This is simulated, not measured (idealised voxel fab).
The name of this process module is voxel capacitor over wiring.
The figure presents cross-section cut, which has a width of 220 nm and is divided into square cells with an edge length of 5 nm.
Just so we're on the same page, the cross-sections are grids of square cells, and they're listed out in bands top to bottom, each band one or more rows deep.
Within each band entry, the heights of the top and of the bottom of the band appear first, in that order and in nm; the materials of the band then follow from left to right, each with its corresponding width in nm. The designation "full width" on a single material indicates that it fills the band from edge to edge; the designation "empty" indicates empty space.
The reference from which all heights are counted is 0, the level beneath which the as-received wafer is entirely one material; the lowest band, having no lower bound, proceeds downward and is written after the example "from 0 down".
Think of "30..40" as a width that walks from the first number to the second as you go down the band, top row to bottom row, taking equal-sized steps from row to row.
"no modifications", as given for a step, is the statement that not any cell of the cross-section underwent a change during that step.
What "Voids, fully enclosed" gives you is every empty space of 8 cells or more that is cut off from the top. Each appears as width x height at distance, with the distance taken from the left edge and width, height and distance all in nm.
Read whatever lies past the settings on a step's line as the simulator's own remark about the step.
overlay nm: on a step with a mask, how far right of its planned place the mask lay; negative means left.
**Process steps (planned)**
- 1: RECEIVE,material Si
- 2: CONFORMAL_DEP,material SiO2,thk nm 10
- 3: DIRECTIONAL_DEP,material TiN,thk nm 5
- 4: DIRECTIONAL_DEP,material W,thk nm 15
- 5: DIRECTIONAL_DEP,material aC,thk nm 10
- 6: PATTERN,tone cover,mask id METAL_1,material resist,width nm 20,pitch nm 70,thk nm 30,overlay nm 0
- 7: DIRECTIONAL_ETCH,etch materials aC,depth nm 10
- 8: STRIP,etch materials resist
- 9: DIRECTIONAL_ETCH,etch materials W,depth nm 15
- 10: DIRECTIONAL_ETCH,etch materials TiN,depth nm 5
- 11: STRIP,etch materials aC
- 12: CONFORMAL_DEP,material SiCN,thk nm 5
- 13: FILL_DEP,material SiO2,thk nm 5
- 14: CMP,height nm 30
- 15: CONFORMAL_DEP,material SiCN,thk nm 5
- 16: DIRECTIONAL_DEP,material SiO2,thk nm 15
- 17: MASKED_ETCH,tone open,mask id PLUG_1,width nm 15,etch materials SiO2,depth nm 15,overlay nm 0
- 18: MASKED_ETCH,tone open,mask id PLUG_1,width nm 15,etch materials SiCN,depth nm 5,overlay nm 0
- 19: CONFORMAL_DEP,material TiN,thk nm 5
- 20: FILL_DEP,material Ru,thk nm 5
- 21: CMP,height nm 50
- 22: DIRECTIONAL_DEP,material TiN,thk nm 10
- 23: DIRECTIONAL_DEP,material HfO2,thk nm 5
- 24: DIRECTIONAL_DEP,material TiN,thk nm 5
- 25: PATTERN,tone cover,mask id UPPER_PLATE,material resist,width nm 55,thk nm 15,overlay nm 0
- 26: DIRECTIONAL_ETCH,etch materials TiN,depth nm 5
- 27: DIRECTIONAL_ETCH,etch materials HfO2,depth nm 5
- 28: STRIP,etch materials resist
- 29: DIRECTIONAL_DEP,material aC,thk nm 10
- 30: PATTERN,tone cover,mask id LOWER_PLATE,material resist,width nm 55,thk nm 25,overlay nm 0
- 31: DIRECTIONAL_ETCH,etch materials aC,depth nm 10
- 32: STRIP,etch materials resist
- 33: DIRECTIONAL_ETCH,etch materials TiN,depth nm 10
- 34: STRIP,etch materials aC
- 35: FILL_DEP,material SiO2,thk nm 15
- 36: CMP,height nm 80
- 37: PATTERN,tone open,mask id PLUG_2,material resist,width nm 15,thk nm 20,overlay nm 0
- 38: DIRECTIONAL_ETCH,etch materials SiO2,depth nm 10
- 39: STRIP,etch materials resist
- 40: CONFORMAL_DEP,material TiN,thk nm 5
- 41: FILL_DEP,material Ru,thk nm 10
- 42: CMP,height nm 80
- 43: CONFORMAL_DEP,material SiN,thk nm 5
Keep in mind the plan's value for the width nm of step 30 comes from the first wafer; the wafers don't share that setting, but they do share the same starting point.
**Cross-section, first of several wafers, as delivered after step 1**
* from 0 down: Si full width
* Voids, fully enclosed: none
**Table: wafers, a row each; end-of-module cell change per material since receipt, gain (+), loss (-); then closed voids**
width nm 55, +11 HfO2, +4 Ru, +89 SiCN, +44 SiN, +521 SiO2, +55 TiN, +24 W, Voids, fully enclosed: none
width nm 60, +11 HfO2, +4 Ru, +89 SiCN, +44 SiN, +519 SiO2, +57 TiN, +24 W, Voids, fully enclosed: none
width nm 65, +11 HfO2, +4 Ru, +89 SiCN, +44 SiN, +517 SiO2, +59 TiN, +24 W, Voids, fully enclosed: none
width nm 70, +11 HfO2, +4 Ru, +89 SiCN, +44 SiN, +515 SiO2, +61 TiN, +24 W, Voids, fully enclosed: none
width nm 75, +11 HfO2, +4 Ru, +89 SiCN, +44 SiN, +513 SiO2, +63 TiN, +24 W, Voids, fully enclosed: none
width nm 80, +11 HfO2, +4 Ru, +89 SiCN, +44 SiN, +511 SiO2, +65 TiN, +24 W, Voids, fully enclosed: none
